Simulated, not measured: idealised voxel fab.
Process module under the name voxel quadruple lines
Section cut is 140 nm wide and gridded with 5 nm square cells.
Cross-sections here: square-cell grids, written as top-down lists of bands, a band being one or more rows of cells. Quick guide to a band line: top height, bottom height (nm) up front; then every material left to right with its width in nm. Only one material and it's marked "everywhere"? Then it fills the band edge to edge. And "blank" just means empty space. Heights from 0 (as-received wafer is one material below). Bottom band endless downward, as "0..down". Quick explanation for "30->40": the width changes in equal steps down the rows of cells, from the first number in the band's top row to the second number in its bottom row. The cross-section has no changed cell in any step marked "remained unchanged". Closed empty spaces (no open way to the top) of 8 cells or more are what "Fully closed voids" lists, each as width x height at distance from the left edge, nm for all three. Formally, on a step line, whatever follows the settings is a remark that the simulator itself makes on the step. overlay nm: mask offset rightward from planned place, masked step; negative means leftward offset.

THE FOLLOWING LIST GIVES THE PLANNED PROCESS STEPS
1 RECEIVE: material Si
2 CONFORMAL_DEP: material Al2O3, thk nm 10
3 DIRECTIONAL_DEP: material W, thk nm 15
4 DIRECTIONAL_DEP: material polySi, thk nm 20
5 DIRECTIONAL_DEP: material aC, thk nm 20
6 PATTERN: tone cover, mask id MANDREL, material resist, width nm 20, thk nm 25, overlay nm 0
7 DIRECTIONAL_ETCH: etch materials aC, depth nm 20
8 STRIP: etch materials resist
9 CONFORMAL_DEP: material SiO2, thk nm 10
10 DIRECTIONAL_ETCH: etch materials SiO2, depth nm 10
11 STRIP: etch materials aC
12 DIRECTIONAL_ETCH: etch materials polySi, depth nm 20
13 STRIP: etch materials SiO2
14 CONFORMAL_DEP: material SiN, thk nm 5
15 DIRECTIONAL_ETCH: etch materials SiN, depth nm 5
16 STRIP: etch materials polySi
17 DIRECTIONAL_ETCH: etch materials W, depth nm 15
18 STRIP: etch materials SiN
19 FILL_DEP: material lowk, thk nm 5
20 CMP: height nm 25

STEP 1 COMPLETE: CROSS-SECTION OF THE WAFER AS RECEIVED
	0..down = Si everywhere
	Fully closed voids: none

SAME STARTING WAFER, SAME PLAN AS ABOVE, ONE MISTAKE IN THE EXECUTION; THIS IS THE CROSS-SECTION AT THE END OF THE MODULE
	25..10 = 55 nm lowk, then 5 nm W, then 20 nm lowk, then 5 nm W, then 55 nm lowk
	10..0 = Al2O3 everywhere
	0..down = Si everywhere
	Fully closed voids: none
The mistake made against the process plan was this: for step 6, the planned setting was not used; the step was instead run as PATTERN: tone open, mask id MANDREL, material resist, width nm 20, thk nm 25, overlay nm 0
